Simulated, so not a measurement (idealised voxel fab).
Process module, titled voxel air gaps
For reference, the cross-section in this document is cut, with width 200 nm and square cells of 5 nm.
When this document writes out a cross-section, it uses a grid of square cells and lists it as bands, beginning at the top and moving down, with a band standing for one or more rows of cells. Heads up on the band format: heights come first, top then bottom, in nm. After that it's the materials left to right, each with its width in nm. A single material flagged "everywhere" fills the whole band edge to edge, and "empty" means there's empty space there. Below 0: as-received wafer, all one material; heights counted from there. Lowest band: no bottom, goes on down, written "0 nm and below". When a width is written as two numbers, as in "30..40", the first number is the width in the top row of cells of the band and the second is the width in its bottom row, and the width changes by the same amount from each row to the next. The designation "no change", where it is given for a processing step, indicates that no cell of the cross-section was altered in the course of that step. "Closed internal voids" means: voids of 8 cells or more that are shut off from the top with no open way through. Written width x height at distance, distance from the left edge, in nm. Past the settings on a step's line: simulator remark, on that step. What "overlay nm" on a step's line means: if the step has a mask, that mask lay this far to the right of its planned place, or, when the value is negative, to the left.

# The planned process steps are enumerated hereunder
1. RECEIVE | material Si
2. CONFORMAL_DEP | material SiO2 | thk nm 15
3. CONFORMAL_DEP | material SiN | thk nm 5
4. DIRECTIONAL_DEP | material SiO2 | thk nm 35
5. DIRECTIONAL_DEP | material aC | thk nm 15
6. PATTERN | tone open | mask id LINES | material resist | width nm 15 | pitch nm 40 | thk nm 35 | overlay nm 0
7. DIRECTIONAL_ETCH | etch materials aC | depth nm 15
8. STRIP | etch materials resist
9. DIRECTIONAL_ETCH | etch materials SiO2 | depth nm 35
10. STRIP | etch materials aC
11. CONFORMAL_DEP | material TiN | thk nm 5
12. FILL_DEP | material W | thk nm 5
13. CMP | height nm 55
14. EPI | material Ru | thk nm 10
15. SELECTIVE_ETCH | etch materials SiO2 | depth nm 45
16. CONFORMAL_DEP | material SiCN | thk nm 5

# Wafer as received: cross-section following step 1
- 0 nm and below: Si everywhere
- Closed internal voids: none

# Look at the cross-section after the module: the wafer started out the way shown above and the plan was the one shown above, yet one mistake was made along the way
- 70 nm to 65 nm: empty (35) | SiCN (125) | empty (40)
- 65 nm to 55 nm: empty (35) | SiCN (5) | Ru (35) | SiCN (5) | Ru (35) | SiCN (5) | Ru (35) | SiCN (5) | empty (40)
- 55 nm to 50 nm: empty (35) | SiCN (15) | TiN (5) | W (5) | TiN (5) | SiCN (25) | TiN (5) | W (5) | TiN (5) | SiCN (25) | TiN (5) | W (5) | TiN (5) | SiCN (15) | empty (40)
- 50 nm to 40 nm: empty (45) | SiCN (5) | TiN (5) | W (5) | TiN (5) | SiCN (5) | empty (15) | SiCN (5) | TiN (5) | W (5) | TiN (5) | SiCN (5) | empty (15) | SiCN (5) | TiN (5) | W (5) | TiN (5) | SiCN (5) | empty (50)
- 40 nm to 35 nm: SiCN (50) | TiN (15) | SiCN (25) | TiN (15) | SiCN (25) | TiN (15) | SiCN (55)
- 35 nm to 30 nm: SiN everywhere
- 30 nm to 0 nm: SiO2 everywhere
- 0 nm and below: Si everywhere
- Closed internal voids: none
what went wrong: execution of plan step 2 occurred twice
